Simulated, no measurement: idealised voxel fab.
process module | voxel transistor to metal
cross-section cut | 180 nm wide | cells 5 nm
A cross-section is a grid of square cells, given in bands from the top down. A band is one or more rows of cells.
Each band's line starts with the height of the band's top and of its bottom, in nm. Then come its materials from left to right, each with its width in nm. One material with "throughout" fills the band from edge to edge. "air" is empty space.
Height 0 is the level under which the wafer as received is all one material. The lowest band goes on downwards, as in "0 down".
A width such as "30 to 40" changes by the same amount from each row of cells to the next, from the band's top row to its bottom row.
"no change" after a step means that no cell of the cross-section changed.
closed voids: empty space of 8 cells or more with no open way to the top, each as width x height at its distance from the left edge, in nm
after a step's settings: what the simulator itself notes on the step
overlay nm, on a step with a mask: how far to the right of its planned place the mask lay; to the left if negative
plan
1 op RECEIVE | material Si
2 op CONFORMAL_DEP | material SiO2 | thk nm 5
3 op CONFORMAL_DEP | material SiN | thk nm 10
4 op MASKED_ETCH | tone cover | mask id ACTIVE | width nm 110 | etch materials SiN | depth nm 10 | overlay nm 0
5 op MASKED_ETCH | tone cover | mask id ACTIVE | width nm 110 | etch materials SiO2 | depth nm 5 | overlay nm 0
6 op MASKED_ETCH | tone cover | mask id ACTIVE | width nm 110 | etch materials Si | depth nm 20 | overlay nm 0
7 op OXIDIZE | depth nm 5
8 op FILL_DEP | material SiO2 | thk nm 10
9 op CMP | height nm 15
10 op SELECTIVE_ETCH | etch materials SiO2 | depth nm 10
11 op STRIP | etch materials SiN
12 op SELECTIVE_ETCH | etch materials SiO2 | depth nm 5
13 op OXIDIZE | depth nm 5
14 op DIRECTIONAL_DEP | material polySi | thk nm 30
15 op DIRECTIONAL_DEP | material SiCN | thk nm 10
16 op MASKED_ETCH | tone cover | mask id GATE | width nm 20 | etch materials SiCN | depth nm 20 | overlay nm 0
17 op MASKED_ETCH | tone cover | mask id GATE | width nm 20 | etch materials polySi | depth nm 40 | overlay nm 0
18 op CONFORMAL_DEP | material SiN | thk nm 5
19 op DIRECTIONAL_ETCH | etch materials SiN | depth nm 5
20 op DIRECTIONAL_ETCH | etch materials SiO2 | depth nm 5
21 op DIRECTIONAL_ETCH | etch materials Si | depth nm 5
22 op EPI | material pSi | thk nm 5
23 op FILL_DEP | material SiO2 | thk nm 10
24 op CMP | height nm 40
25 op DIRECTIONAL_DEP | material SiO2 | thk nm 10
26 op MASKED_ETCH | tone open | mask id CONTACT | width nm 30 | pitch nm 60 | etch materials SiO2 | depth nm 55 | overlay nm 0
27 op CONFORMAL_DEP | material TiN | thk nm 5
28 op FILL_DEP | material Ru | thk nm 5
29 op CMP | height nm 50
30 op CONFORMAL_DEP | material SiCN | thk nm 5
31 op DIRECTIONAL_DEP | material SiO2 | thk nm 20
32 op PATTERN | tone open | mask id METAL_1 | material resist | width nm 15 | pitch nm 75 | thk nm 15 | overlay nm 0
33 op DIRECTIONAL_ETCH | etch materials SiO2 | depth nm 20
34 op DIRECTIONAL_ETCH | etch materials SiCN | depth nm 5
35 op STRIP | etch materials resist
36 op CONFORMAL_DEP | material TiN | thk nm 5
37 op FILL_DEP | material Cu | thk nm 5
38 op CMP | height nm 75
39 op CONFORMAL_DEP | material SiCN | thk nm 5
40 op DIRECTIONAL_DEP | material SiO2 | thk nm 35
41 op PATTERN | tone open | mask id METAL_2 | material resist | width nm 15 | pitch nm 75 | thk nm 15 | overlay nm 0
42 op DIRECTIONAL_ETCH | etch materials SiO2 | depth nm 20
43 op STRIP | etch materials resist
44 op DIRECTIONAL_DEP | material aC | thk nm 15
45 op PATTERN | tone open | mask id METAL_2_HOLES | material resist | width nm 15 | pitch nm 75 | thk nm 30 | overlay nm 0
46 op DIRECTIONAL_ETCH | etch materials aC | depth nm 15
47 op STRIP | etch materials resist
48 op DIRECTIONAL_ETCH | etch materials SiO2 | depth nm 15
49 op DIRECTIONAL_ETCH | etch materials SiCN | depth nm 5
50 op STRIP | etch materials aC
51 op CONFORMAL_DEP | material TiN | thk nm 5
52 op FILL_DEP | material Ru | thk nm 5
53 op CMP | height nm 115
54 op CONFORMAL_DEP | material SiN | thk nm 5
as received, after step 1
  0 down: Si throughout
  closed voids: none
first wafer at the end, as planned
  120 to 115: SiN throughout
  115 to 80: SiO2 45 | TiN 5 | Ru 5 | TiN 5 | SiO2 60 | TiN 5 | Ru 5 | TiN 5 | SiO2 45
  80 to 75: SiCN 45 | TiN 15 | SiCN 60 | TiN 15 | SiCN 45
  75 to 55: SiO2 45 | TiN 5 | Cu 5 | TiN 5 | SiO2 60 | TiN 5 | Cu 5 | TiN 5 | SiO2 45
  55 to 50: SiCN 45 | TiN 15 | SiCN 60 | TiN 15 | SiCN 45
  50 to 40: SiO2 45 | TiN 5 | Ru 20 | TiN 5 | SiO2 30 | TiN 5 | Ru 20 | TiN 5 | SiO2 45
  40 to 30: SiO2 45 | TiN 5 | Ru 20 | TiN 5 | SiN 5 | SiCN 20 | SiN 5 | TiN 5 | Ru 20 | TiN 5 | SiO2 45
  30 to 5: SiO2 45 | TiN 5 | Ru 20 | TiN 5 | SiN 5 | polySi 20 | SiN 5 | TiN 5 | Ru 20 | TiN 5 | SiO2 45
  5 to 0: SiO2 45 | TiN 5 | Ru 15 | TiN 10 | SiN 5 | polySi 20 | SiN 5 | TiN 10 | Ru 15 | TiN 5 | SiO2 45
  0 to -5: SiO2 45 | TiN 25 | pSi 5 | SiO2 30 | pSi 5 | TiN 25 | SiO2 45
  -5 to -10: SiO2 40 | pSi 35 | Si 30 | pSi 35 | SiO2 40
  -10 to -25: SiO2 40 | Si 100 | SiO2 40
  -25 down: Si throughout
  closed voids: none
second wafer at the end: like start, like plan, one mistake
  120 to 115: SiN throughout
  115 to 80: SiO2 45 | TiN 5 | Ru 5 | TiN 5 | SiO2 60 | TiN 5 | Ru 5 | TiN 5 | SiO2 45
  80 to 75: SiCN 45 | TiN 15 | SiCN 60 | TiN 15 | SiCN 45
  75 to 55: SiO2 45 | TiN 5 | Cu 5 | TiN 5 | SiO2 60 | TiN 5 | Cu 5 | TiN 5 | SiO2 45
  55 to 50: SiCN 45 | TiN 15 | SiCN 60 | TiN 15 | SiCN 45
  50 to 40: SiO2 45 | TiN 5 | Ru 20 | TiN 5 | SiO2 30 | TiN 5 | Ru 20 | TiN 5 | SiO2 45
  40 to 30: SiO2 45 | TiN 5 | Ru 20 | TiN 5 | SiN 5 | SiCN 20 | SiN 5 | TiN 5 | Ru 20 | TiN 5 | SiO2 45
  30 to 5: SiO2 45 | TiN 5 | Ru 20 | TiN 5 | SiN 5 | polySi 20 | SiN 5 | TiN 5 | Ru 20 | TiN 5 | SiO2 45
  5 to 0: SiO2 45 | TiN 5 | Ru 15 | TiN 10 | SiN 5 | polySi 20 | SiN 5 | TiN 10 | Ru 15 | TiN 5 | SiO2 45
  0 to -5: SiO2 45 | TiN 25 | pSi 5 | SiO2 30 | pSi 5 | TiN 25 | SiO2 45
  -5 to -10: SiO2 40 | pSi 35 | Si 30 | pSi 35 | SiO2 40
  -10 to -45: SiO2 40 | Si 100 | SiO2 40
  -45 down: Si throughout
  closed voids: none
what went wrong: step 6 was run twice
at the end the second wafer has, in cells: 64 fewer of Si | 64 more of SiO2
